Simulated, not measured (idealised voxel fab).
Presented below is a process module, voxel transistor to metal.
Cross-section cut: width 165 nm, square cells of 5 nm.
Just so we're on the same page, the cross-sections are grids of square cells, and they're listed out in bands top to bottom, each band one or more rows deep. Per band: top height and bottom height in nm, followed by the left-to-right materials and their widths in nm; "everywhere" marks a single material spanning edge to edge, "blank" marks empty space. Measure heights from 0. That's the level where, below it, the as-received wafer is all one material. The lowest band is bottomless and extends downward; write it as in "0 nm and below". Width: "30 to 40" (first number = top row, second number = bottom row, same change from row to row of cells). Step marked "remained the same"? Then no cell in the cross-section changed in it. Voids not open to the top, 8 cells minimum: see "Unvented cavities". Written width x height at distance; distance is from the left edge; nm. Whatever follows a step's settings on its line is a remark the simulator itself makes about that step. The line of a step may include "overlay nm". On a step with a mask, this value is how far to the right of its planned place the mask lay. A negative value means the mask lay to the left. Everything after this point is organized in pairs: a cross-section before one process step, a cross-section after it that shows only as deep as the lowest changed band, and, under the pair, the intervening step with its settings. Because different runs of this module on the same starting wafer can supply different pairs, a pair continues from the pair above it only if its entry headed "Status quo ante" says so.

STATUS QUO ANTE
    45 nm to 40 nm  TiN (40), then blank (10), then TiN (65), then blank (10), then TiN (40)
    40 nm to 30 nm  SiO2 (35), then TiN (5), then blank (10), then TiN (5), then SiO2 (55), then TiN (5), then blank (10), then TiN (5), then SiO2 (35)
    30 nm to 15 nm  SiO2 (35), then TiN (5), then blank (10), then TiN (5), then SiO2 (5), then SiN (5), then SiCN (15), then SiN (5), then SiO2 (25), then TiN (5), then blank (10), then TiN (5), then SiO2 (35)
    15 nm to 10 nm  SiO2 (35), then TiN (5), then blank (10), then TiN (5), then SiO2 (5), then SiN (5), then polySi (15), then SiN (5), then SiO2 (25), then TiN (5), then blank (10), then TiN (5), then SiO2 (35)
    10 nm to 5 nm  SiO2 (35), then TiN (20), then SiO2 (5), then SiN (5), then polySi (15), then SiN (5), then SiO2 (25), then TiN (5), then blank (10), then TiN (5), then SiO2 (35)
    5 nm to -5 nm  SiO2 (35), then TiN (10), then SiGe (15), then SiN (5), then polySi (15), then SiN (5), then SiGe (15), then SiO2 (10), then TiN (5), then blank (10), then TiN (5), then SiO2 (35)
    -5 nm to -10 nm  SiO2 (35), then TiN (10), then SiGe (15), then SiO2 (25), then SiGe (15), then SiO2 (10), then TiN (20), then SiO2 (35)
    -10 nm to -25 nm  SiO2 (30), then SiGe (30), then Si (25), then SiGe (50), then SiO2 (30)
    -25 nm to -40 nm  SiO2 (30), then Si (105), then SiO2 (30)
    -40 nm and below  Si everywhere
    Unvented cavities: none

CROSS-SECTION AFTER STEP
    50 nm to 45 nm  Ru everywhere
    45 nm to 40 nm  TiN (40), then Ru (10), then TiN (65), then Ru (10), then TiN (40)
    40 nm to 30 nm  SiO2 (35), then TiN (5), then Ru (10), then TiN (5), then SiO2 (55), then TiN (5), then Ru (10), then TiN (5), then SiO2 (35)
    30 nm to 15 nm  SiO2 (35), then TiN (5), then Ru (10), then TiN (5), then SiO2 (5), then SiN (5), then SiCN (15), then SiN (5), then SiO2 (25), then TiN (5), then Ru (10), then TiN (5), then SiO2 (35)
    15 nm to 10 nm  SiO2 (35), then TiN (5), then Ru (10), then TiN (5), then SiO2 (5), then SiN (5), then polySi (15), then SiN (5), then SiO2 (25), then TiN (5), then Ru (10), then TiN (5), then SiO2 (35)
    10 nm to 5 nm  SiO2 (35), then TiN (20), then SiO2 (5), then SiN (5), then polySi (15), then SiN (5), then SiO2 (25), then TiN (5), then Ru (10), then TiN (5), then SiO2 (35)
    5 nm to -5 nm  SiO2 (35), then TiN (10), then SiGe (15), then SiN (5), then polySi (15), then SiN (5), then SiGe (15), then SiO2 (10), then TiN (5), then Ru (10), then TiN (5), then SiO2 (35)
    At heights below -5, the structure remains unaltered.
    Unvented cavities: none
Between the two cross-sections shown above lies op FILL_DEP | material Ru | thk nm 5

Status quo ante: Reference is made to the cross-section shown after the step in the pair directly above, which represents the state prior to this step.

CROSS-SECTION AFTER STEP
    40 nm to 30 nm  SiO2 (35), then TiN (5), then Ru (10), then TiN (5), then SiO2 (55), then TiN (5), then Ru (10), then TiN (5), then SiO2 (35)
    At heights below 30, the structure remains unaltered.
    Unvented cavities: none
Between the two cross-sections shown above lies op CMP | height nm 40

Status quo ante: Reference is made to the cross-section shown after the step in the pair directly above, which represents the state prior to this step.

CROSS-SECTION AFTER STEP
    45 nm to 40 nm  TiN everywhere
    At heights below 40, the structure remains unaltered.
    Unvented cavities: none
Between the two cross-sections shown above lies op DIRECTIONAL_DEP | material TiN | thk nm 5

Status quo ante: Reference is made to the cross-section shown after the step in the pair directly above, which represents the state prior to this step.

CROSS-SECTION AFTER STEP
    70 nm to 45 nm  Ru everywhere
    At heights below 45, the structure remains unaltered.
    Unvented cavities: none
Between the two cross-sections shown above lies op DIRECTIONAL_DEP | material Ru | thk nm 25

Status quo ante: Reference is made to the cross-section shown after the step in the pair directly above, which represents the state prior to this step.

CROSS-SECTION AFTER STEP
    85 nm to 70 nm  blank (35), then resist (20), then blank (55), then resist (20), then blank (35)
    At heights below 70, the structure remains unaltered.
    Unvented cavities: none
Between the two cross-sections shown above lies op PATTERN | tone cover | mask id METAL_1 | material resist | width nm 20 | pitch nm 75 | thk nm 15 | overlay nm 0

Status quo ante: Reference is made to the cross-section shown after the step in the pair directly above, which represents the state prior to this step.

CROSS-SECTION AFTER STEP
    85 nm to 70 nm  blank (35), then resist (20), then blank (55), then resist (20), then blank (35)
    70 nm to 45 nm  blank (35), then Ru (20), then blank (55), then Ru (20), then blank (35)
    At heights below 45, the structure remains unaltered.
    Unvented cavities: none
Between the two cross-sections shown above lies op DIRECTIONAL_ETCH | etch materials Ru | depth nm 25

Status quo ante: Reference is made to the cross-section shown after the step in the pair directly above, which represents the state prior to this step.

CROSS-SECTION AFTER STEP
    85 nm to 70 nm  blank (35), then resist (20), then blank (55), then resist (20), then blank (35)
    70 nm to 45 nm  blank (35), then Ru (20), then blank (55), then Ru (20), then blank (35)
    45 nm to 40 nm  blank (35), then TiN (20), then blank (55), then TiN (20), then blank (35)
    At heights below 40, the structure remains unaltered.
    Unvented cavities: none
Between the two cross-sections shown above lies op DIRECTIONAL_ETCH | etch materials TiN | depth nm 5

Status quo ante: Reference is made to the cross-section shown after the step in the pair directly above, which represents the state prior to this step.

CROSS-SECTION AFTER STEP
    70 nm to 45 nm  blank (35), then Ru (20), then blank (55), then Ru (20), then blank (35)
    At heights below 45, the structure remains unaltered.
    Unvented cavities: none
Between the two cross-sections shown above lies op STRIP | etch materials resist

Status quo ante: Reference is made to the cross-section shown after the step in the pair directly above, which represents the state prior to this step.

CROSS-SECTION AFTER STEP
    75 nm to 70 nm  blank (30), then SiCN (30), then blank (45), then SiCN (30), then blank (30)
    70 nm to 45 nm  blank (30), then SiCN (5), then Ru (20), then SiCN (5), then blank (45), then SiCN (5), then Ru (20), then SiCN (5), then blank (30)
    45 nm to 40 nm  SiCN (35), then TiN (20), then SiCN (55), then TiN (20), then SiCN (35)
    At heights below 40, the structure remains unaltered.
    Unvented cavities: none
Between the two cross-sections shown above lies op CONFORMAL_DEP | material SiCN | thk nm 5

Status quo ante: Reference is made to the cross-section shown after the step in the pair directly above, which represents the state prior to this step.

CROSS-SECTION AFTER STEP
    85 nm to 75 nm  SiO2 everywhere
    75 nm to 70 nm  SiO2 (30), then SiCN (30), then SiO2 (45), then SiCN (30), then SiO2 (30)
    70 nm to 45 nm  SiO2 (30), then SiCN (5), then Ru (20), then SiCN (5), then SiO2 (45), then SiCN (5), then Ru (20), then SiCN (5), then SiO2 (30)
    At heights below 45, the structure remains unaltered.
    Unvented cavities: none
Between the two cross-sections shown above lies op FILL_DEP | material SiO2 | thk nm 10

Status quo ante: Reference is made to the cross-section shown after the step in the pair directly above, which represents the state prior to this step.

CROSS-SECTION AFTER STEP
    70 nm to 45 nm  SiO2 (30), then SiCN (5), then Ru (20), then SiCN (5), then SiO2 (45), then SiCN (5), then Ru (20), then SiCN (5), then SiO2 (30)
    At heights below 45, the structure remains unaltered.
    Unvented cavities: none
Between the two cross-sections shown above lies op CMP | height nm 70

Status quo ante: Reference is made to the cross-section shown after the step in the pair directly above, which represents the state prior to this step.

CROSS-SECTION AFTER STEP
    75 nm to 70 nm  SiN everywhere
    At heights below 70, the structure remains unaltered.
    Unvented cavities: none
Between the two cross-sections shown above lies op CONFORMAL_DEP | material SiN | thk nm 5

STATUS QUO ANTE
    70 nm to 45 nm  blank (35), then Ru (20), then blank (55), then Ru (20), then blank (35)
    45 nm to 40 nm  blank (35), then TiN (20), then blank (55), then TiN (20), then blank (35)
    40 nm to 30 nm  SiO2 (35), then TiN (5), then Ru (10), then TiN (5), then SiO2 (55), then TiN (5), then Ru (10), then TiN (5), then SiO2 (35)
    30 nm to 15 nm  SiO2 (35), then TiN (5), then Ru (10), then TiN (5), then SiO2 (15), then SiN (5), then SiCN (15), then SiN (5), then SiO2 (15), then TiN (5), then Ru (10), then TiN (5), then SiO2 (35)
    15 nm to 5 nm  SiO2 (35), then TiN (5), then Ru (10), then TiN (5), then SiO2 (15), then SiN (5), then polySi (15), then SiN (5), then SiO2 (15), then TiN (5), then Ru (10), then TiN (5), then SiO2 (35)
    5 nm to -5 nm  SiO2 (35), then TiN (5), then Ru (10), then TiN (5), then SiGe (15), then SiN (5), then polySi (15), then SiN (5), then SiGe (15), then TiN (5), then Ru (10), then TiN (5), then SiO2 (35)
    -5 nm to -10 nm  SiO2 (35), then TiN (20), then SiGe (15), then SiO2 (25), then SiGe (15), then TiN (20), then SiO2 (35)
    -10 nm to -25 nm  SiO2 (30), then SiGe (40), then Si (25), then SiGe (40), then SiO2 (30)
    -25 nm to -40 nm  SiO2 (30), then Si (105), then SiO2 (30)
    -40 nm and below  Si everywhere
    Unvented cavities: none

CROSS-SECTION AFTER STEP
    75 nm to 70 nm  blank (30), then polySi (30), then blank (45), then polySi (30), then blank (30)
    70 nm to 45 nm  blank (30), then polySi (5), then Ru (20), then polySi (5), then blank (45), then polySi (5), then Ru (20), then polySi (5), then blank (30)
    45 nm to 40 nm  polySi (35), then TiN (20), then polySi (55), then TiN (20), then polySi (35)
    At heights below 40, the structure remains unaltered.
    Unvented cavities: none
Between the two cross-sections shown above lies op CONFORMAL_DEP | material polySi | thk nm 5

Status quo ante: Reference is made to the cross-section shown after the step in the pair directly above, which represents the state prior to this step.

CROSS-SECTION AFTER STEP
    85 nm to 75 nm  SiO2 everywhere
    75 nm to 70 nm  SiO2 (30), then polySi (30), then SiO2 (45), then polySi (30), then SiO2 (30)
    70 nm to 45 nm  SiO2 (30), then polySi (5), then Ru (20), then polySi (5), then SiO2 (45), then polySi (5), then Ru (20), then polySi (5), then SiO2 (30)
    At heights below 45, the structure remains unaltered.
    Unvented cavities: none
Between the two cross-sections shown above lies op FILL_DEP | material SiO2 | thk nm 10

Status quo ante: Reference is made to the cross-section shown after the step in the pair directly above, which represents the state prior to this step.

CROSS-SECTION AFTER STEP
    70 nm to 45 nm  SiO2 (30), then polySi (5), then Ru (20), then polySi (5), then SiO2 (45), then polySi (5), then Ru (20), then polySi (5), then SiO2 (30)
    At heights below 45, the structure remains unaltered.
    Unvented cavities: none
Between the two cross-sections shown above lies op CMP | height nm 70

Status quo ante: Reference is made to the cross-section shown after the step in the pair directly above, which represents the state prior to this step.

CROSS-SECTION AFTER STEP
    75 nm to 70 nm  SiN everywhere
    At heights below 70, the structure remains unaltered.
    Unvented cavities: none
Between the two cross-sections shown above lies op CONFORMAL_DEP | material SiN | thk nm 5

STATUS QUO ANTE
    50 nm to 40 nm  aC everywhere
    40 nm to 30 nm  SiO2 everywhere
    30 nm to 15 nm  SiO2 (70), then SiN (5), then SiCN (15), then SiN (5), then SiO2 (70)
    15 nm to 5 nm  SiO2 (70), then SiN (5), then polySi (15), then SiN (5), then SiO2 (70)
    5 nm to -5 nm  SiO2 (55), then SiGe (15), then SiN (5), then polySi (15), then SiN (5), then SiGe (15), then SiO2 (55)
    -5 nm to -10 nm  SiO2 (55), then SiGe (15), then SiO2 (25), then SiGe (15), then SiO2 (55)
    -10 nm to -25 nm  SiO2 (30), then SiGe (40), then Si (25), then SiGe (40), then SiO2 (30)
    -25 nm to -40 nm  SiO2 (30), then Si (105), then SiO2 (30)
    -40 nm and below  Si everywhere
    Unvented cavities: none

CROSS-SECTION AFTER STEP
    75 nm to 50 nm  blank (35), then resist (20), then blank (55), then resist (20), then blank (35)
    At heights below 50, the structure remains unaltered.
    Unvented cavities: none
Between the two cross-sections shown above lies op PATTERN | tone cover | mask id CONTACT | material resist | width nm 20 | pitch nm 75 | thk nm 25 | overlay nm 0

Status quo ante: Reference is made to the cross-section shown after the step in the pair directly above, which represents the state prior to this step.

CROSS-SECTION AFTER STEP
    65 nm to 50 nm  blank (35), then resist (20), then blank (55), then resist (20), then blank (35)
    50 nm to 40 nm  blank (35), then aC (20), then blank (55), then aC (20), then blank (35)
    At heights below 40, the structure remains unaltered.
    Unvented cavities: none
Between the two cross-sections shown above lies op DIRECTIONAL_ETCH | etch materials aC | depth nm 10

Status quo ante: Reference is made to the cross-section shown after the step in the pair directly above, which represents the state prior to this step.

CROSS-SECTION AFTER STEP
    50 nm to 40 nm  blank (35), then aC (20), then blank (55), then aC (20), then blank (35)
    At heights below 40, the structure remains unaltered.
    Unvented cavities: none
Between the two cross-sections shown above lies op STRIP | etch materials resist

Status quo ante: Reference is made to the cross-section shown after the step in the pair directly above, which represents the state prior to this step.

CROSS-SECTION AFTER STEP
    50 nm to 40 nm  blank (35), then aC (20), then blank (55), then aC (20), then blank (35)
    40 nm to 30 nm  blank (35), then SiO2 (20), then blank (55), then SiO2 (20), then blank (35)
    30 nm to 15 nm  blank (35), then SiO2 (20), then blank (15), then SiN (5), then SiCN (15), then SiN (5), then blank (15), then SiO2 (20), then blank (35)
    15 nm to 5 nm  blank (35), then SiO2 (20), then blank (15), then SiN (5), then polySi (15), then SiN (5), then blank (15), then SiO2 (20), then blank (35)
    5 nm to -5 nm  blank (35), then SiO2 (20), then SiGe (15), then SiN (5), then polySi (15), then SiN (5), then SiGe (15), then SiO2 (20), then blank (35)
    -5 nm to -10 nm  blank (35), then SiO2 (20), then SiGe (15), then SiO2 (25), then SiGe (15), then SiO2 (20), then blank (35)
    At heights below -10, the structure remains unaltered.
    Unvented cavities: none
Between the two cross-sections shown above lies op DIRECTIONAL_ETCH | etch materials SiO2 | depth nm 50

Status quo ante: Reference is made to the cross-section shown after the step in the pair directly above, which represents the state prior to this step.

CROSS-SECTION AFTER STEP
    40 nm to 30 nm  blank (35), then SiO2 (20), then blank (55), then SiO2 (20), then blank (35)
    At heights below 30, the structure remains unaltered.
    Unvented cavities: none
Between the two cross-sections shown above lies op STRIP | etch materials aC

Status quo ante: Reference is made to the cross-section shown after the step in the pair directly above, which represents the state prior to this step.

CROSS-SECTION AFTER STEP
    45 nm to 40 nm  blank (30), then TiN (30), then blank (45), then TiN (30), then blank (30)
    40 nm to 35 nm  blank (30), then TiN (5), then SiO2 (20), then TiN (5), then blank (45), then TiN (5), then SiO2 (20), then TiN (5), then blank (30)
    35 nm to 30 nm  blank (30), then TiN (5), then SiO2 (20), then TiN (5), then blank (5), then TiN (35), then blank (5), then TiN (5), then SiO2 (20), then TiN (5), then blank (30)
    30 nm to 15 nm  blank (30), then TiN (5), then SiO2 (20), then TiN (5), then blank (5), then TiN (5), then SiN (5), then SiCN (15), then SiN (5), then TiN (5), then blank (5), then TiN (5), then SiO2 (20), then TiN (5), then blank (30)
    15 nm to 10 nm  blank (30), then TiN (5), then SiO2 (20), then TiN (5), then blank (5), then TiN (5), then SiN (5), then polySi (15), then SiN (5), then TiN (5), then blank (5), then TiN (5), then SiO2 (20), then TiN (5), then blank (30)
    10 nm to 5 nm  blank (30), then TiN (5), then SiO2 (20), then TiN (15), then SiN (5), then polySi (15), then SiN (5), then TiN (15), then SiO2 (20), then TiN (5), then blank (30)
    5 nm to -5 nm  blank (30), then TiN (5), then SiO2 (20), then SiGe (15), then SiN (5), then polySi (15), then SiN (5), then SiGe (15), then SiO2 (20), then TiN (5), then blank (30)
    -5 nm to -10 nm  TiN (35), then SiO2 (20), then SiGe (15), then SiO2 (25), then SiGe (15), then SiO2 (20), then TiN (35)
    At heights below -10, the structure remains unaltered.
    Unvented cavities: none
Between the two cross-sections shown above lies op CONFORMAL_DEP | material TiN | thk nm 5

Status quo ante: Reference is made to the cross-section shown after the step in the pair directly above, which represents the state prior to this step.

CROSS-SECTION AFTER STEP
    50 nm to 45 nm  Ru everywhere
    45 nm to 40 nm  Ru (30), then TiN (30), then Ru (45), then TiN (30), then Ru (30)
    40 nm to 35 nm  Ru (30), then TiN (5), then SiO2 (20), then TiN (5), then Ru (45), then TiN (5), then SiO2 (20), then TiN (5), then Ru (30)
    35 nm to 30 nm  Ru (30), then TiN (5), then SiO2 (20), then TiN (5), then Ru (5), then TiN (35), then Ru (5), then TiN (5), then SiO2 (20), then TiN (5), then Ru (30)
    30 nm to 15 nm  Ru (30), then TiN (5), then SiO2 (20), then TiN (5), then Ru (5), then TiN (5), then SiN (5), then SiCN (15), then SiN (5), then TiN (5), then Ru (5), then TiN (5), then SiO2 (20), then TiN (5), then Ru (30)
    15 nm to 10 nm  Ru (30), then TiN (5), then SiO2 (20), then TiN (5), then Ru (5), then TiN (5), then SiN (5), then polySi (15), then SiN (5), then TiN (5), then Ru (5), then TiN (5), then SiO2 (20), then TiN (5), then Ru (30)
    10 nm to 5 nm  Ru (30), then TiN (5), then SiO2 (20), then TiN (15), then SiN (5), then polySi (15), then SiN (5), then TiN (15), then SiO2 (20), then TiN (5), then Ru (30)
    5 nm to -5 nm  Ru (30), then TiN (5), then SiO2 (20), then SiGe (15), then SiN (5), then polySi (15), then SiN (5), then SiGe (15), then SiO2 (20), then TiN (5), then Ru (30)
    At heights below -5, the structure remains unaltered.
    Unvented cavities: none
Between the two cross-sections shown above lies op FILL_DEP | material Ru | thk nm 5

Status quo ante: Reference is made to the cross-section shown after the step in the pair directly above, which represents the state prior to this step.

CROSS-SECTION AFTER STEP
    40 nm to 35 nm  Ru (30), then TiN (5), then SiO2 (20), then TiN (5), then Ru (45), then TiN (5), then SiO2 (20), then TiN (5), then Ru (30)
    At heights below 35, the structure remains unaltered.
    Unvented cavities: none
Between the two cross-sections shown above lies op CMP | height nm 40

Status quo ante: Reference is made to the cross-section shown after the step in the pair directly above, which represents the state prior to this step.

CROSS-SECTION AFTER STEP
    45 nm to 40 nm  TiN everywhere
    At heights below 40, the structure remains unaltered.
    Unvented cavities: none
Between the two cross-sections shown above lies op DIRECTIONAL_DEP | material TiN | thk nm 5

Status quo ante: Reference is made to the cross-section shown after the step in the pair directly above, which represents the state prior to this step.

CROSS-SECTION AFTER STEP
    70 nm to 45 nm  Ru everywhere
    At heights below 45, the structure remains unaltered.
    Unvented cavities: none
Between the two cross-sections shown above lies op DIRECTIONAL_DEP | material Ru | thk nm 25

Status quo ante: Reference is made to the cross-section shown after the step in the pair directly above, which represents the state prior to this step.

CROSS-SECTION AFTER STEP
    85 nm to 70 nm  blank (35), then resist (20), then blank (55), then resist (20), then blank (35)
    At heights below 70, the structure remains unaltered.
    Unvented cavities: none
Between the two cross-sections shown above lies op PATTERN | tone cover | mask id METAL_1 | material resist | width nm 20 | pitch nm 75 | thk nm 15 | overlay nm 0

Status quo ante: Reference is made to the cross-section shown after the step in the pair directly above, which represents the state prior to this step.

CROSS-SECTION AFTER STEP
    85 nm to 70 nm  blank (35), then resist (20), then blank (55), then resist (20), then blank (35)
    70 nm to 45 nm  blank (35), then Ru (20), then blank (55), then Ru (20), then blank (35)
    At heights below 45, the structure remains unaltered.
    Unvented cavities: none
Between the two cross-sections shown above lies op DIRECTIONAL_ETCH | etch materials Ru | depth nm 25

Status quo ante: Reference is made to the cross-section shown after the step in the pair directly above, which represents the state prior to this step.

CROSS-SECTION AFTER STEP
    85 nm to 70 nm  blank (35), then resist (20), then blank (55), then resist (20), then blank (35)
    70 nm to 45 nm  blank (35), then Ru (20), then blank (55), then Ru (20), then blank (35)
    45 nm to 40 nm  blank (35), then TiN (20), then blank (55), then TiN (20), then blank (35)
    At heights below 40, the structure remains unaltered.
    Unvented cavities: none
Between the two cross-sections shown above lies op DIRECTIONAL_ETCH | etch materials TiN | depth nm 5

Status quo ante: Reference is made to the cross-section shown after the step in the pair directly above, which represents the state prior to this step.

CROSS-SECTION AFTER STEP
    70 nm to 45 nm  blank (35), then Ru (20), then blank (55), then Ru (20), then blank (35)
    At heights below 45, the structure remains unaltered.
    Unvented cavities: none
Between the two cross-sections shown above lies op STRIP | etch materials resist

Status quo ante: Reference is made to the cross-section shown after the step in the pair directly above, which represents the state prior to this step.

CROSS-SECTION AFTER STEP
    75 nm to 70 nm  blank (30), then SiCN (30), then blank (45), then SiCN (30), then blank (30)
    70 nm to 45 nm  blank (30), then SiCN (5), then Ru (20), then SiCN (5), then blank (45), then SiCN (5), then Ru (20), then SiCN (5), then blank (30)
    45 nm to 40 nm  SiCN (35), then TiN (20), then SiCN (55), then TiN (20), then SiCN (35)
    At heights below 40, the structure remains unaltered.
    Unvented cavities: none
Between the two cross-sections shown above lies op CONFORMAL_DEP | material SiCN | thk nm 5

Status quo ante: Reference is made to the cross-section shown after the step in the pair directly above, which represents the state prior to this step.

CROSS-SECTION AFTER STEP
    85 nm to 75 nm  SiO2 everywhere
    75 nm to 70 nm  SiO2 (30), then SiCN (30), then SiO2 (45), then SiCN (30), then SiO2 (30)
    70 nm to 45 nm  SiO2 (30), then SiCN (5), then Ru (20), then SiCN (5), then SiO2 (45), then SiCN (5), then Ru (20), then SiCN (5), then SiO2 (30)
    At heights below 45, the structure remains unaltered.
    Unvented cavities: none
Between the two cross-sections shown above lies op FILL_DEP | material SiO2 | thk nm 10

Status quo ante: Reference is made to the cross-section shown after the step in the pair directly above, which represents the state prior to this step.

CROSS-SECTION AFTER STEP
    70 nm to 45 nm  SiO2 (30), then SiCN (5), then Ru (20), then SiCN (5), then SiO2 (45), then SiCN (5), then Ru (20), then SiCN (5), then SiO2 (30)
    At heights below 45, the structure remains unaltered.
    Unvented cavities: none
Between the two cross-sections shown above lies op CMP | height nm 70

Status quo ante: Reference is made to the cross-section shown after the step in the pair directly above, which represents the state prior to this step.

CROSS-SECTION AFTER STEP
    75 nm to 70 nm  SiN everywhere
    At heights below 70, the structure remains unaltered.
    Unvented cavities: none
Between the two cross-sections shown above lies op CONFORMAL_DEP | material SiN | thk nm 5
